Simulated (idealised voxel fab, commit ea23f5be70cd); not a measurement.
Presented below is a process module, voxel local oxidation.
For reference, the cross-section in this document is cut, with width 210 nm and square cells of 5 nm.
Square cells in a grid make up a cross-section in this document, and the grid is given as bands, listed from the top down, each one or more rows of cells.
What a band's entry tells you: where the top is and where the bottom is, as heights in nm, and after that what lies inside, material by material from left to right, each with its width in nm. Empty space is written as the word "empty", and a single material marked with the word "all across" occupies the band from edge to edge.
Counting heights begins at 0, where everything beneath is, in the wafer as received, one material. The lowest band has no bottom; it goes on downwards, as "z 0 and below" shows.
A width such as "30 to 40" changes by the same amount from each row of cells to the next, from the band's top row to its bottom row.
For the purposes of this document, the phrase "no change occurred" attached to a step denotes that no cell within the cross-section was modified by that step.
Empty spaces without an open route to the top, at least 8 cells in extent, make up the entry "Trapped void list"; each is given as width x height at distance, where the distance is measured from the left edge, and all are in nm.
It should be noted that, on the line of a given step, the content following the step's settings is a remark produced by the simulator itself with respect to that step.
Steps that use a mask can have "overlay nm" on their line. It says how far the mask sat to the right of where it was meant to be. Negative means to the left.

### The steps planned for the process are as follows
1 RECEIVE with material Si
2 OXIDIZE with depth nm 5
3 CONFORMAL_DEP with material SiN, thk nm 15
4 MASKED_ETCH with tone cover, mask id ACTIVE, width nm 110, etch materials SiN, depth nm 15, overlay nm 0
5 SELECTIVE_ETCH with etch materials SiO2, depth nm 5
6 OXIDIZE with depth nm 15
7 STRIP with etch materials SiN

### Cross-section: wafer on arrival = after step 1
    z 0 and below = Si all across
    Trapped void list: none

### What the wafer looks like in cross-section after this module, when it starts as shown above and follows the plan above but one mistake is made in running it
    z 0 to -5 = empty (50)  SiO2 (100)  empty (60)
    z -5 to -20 = SiO2 (65)  Si (70)  SiO2 (75)
    z -20 and below = Si all across
    Trapped void list: none
Misprocessing identified: step 4 ran with different settings than intended, the actual operation and settings being MASKED_ETCH with tone cover, mask id ACTIVE, width nm 110, etch materials SiN, depth nm 15, overlay nm -5
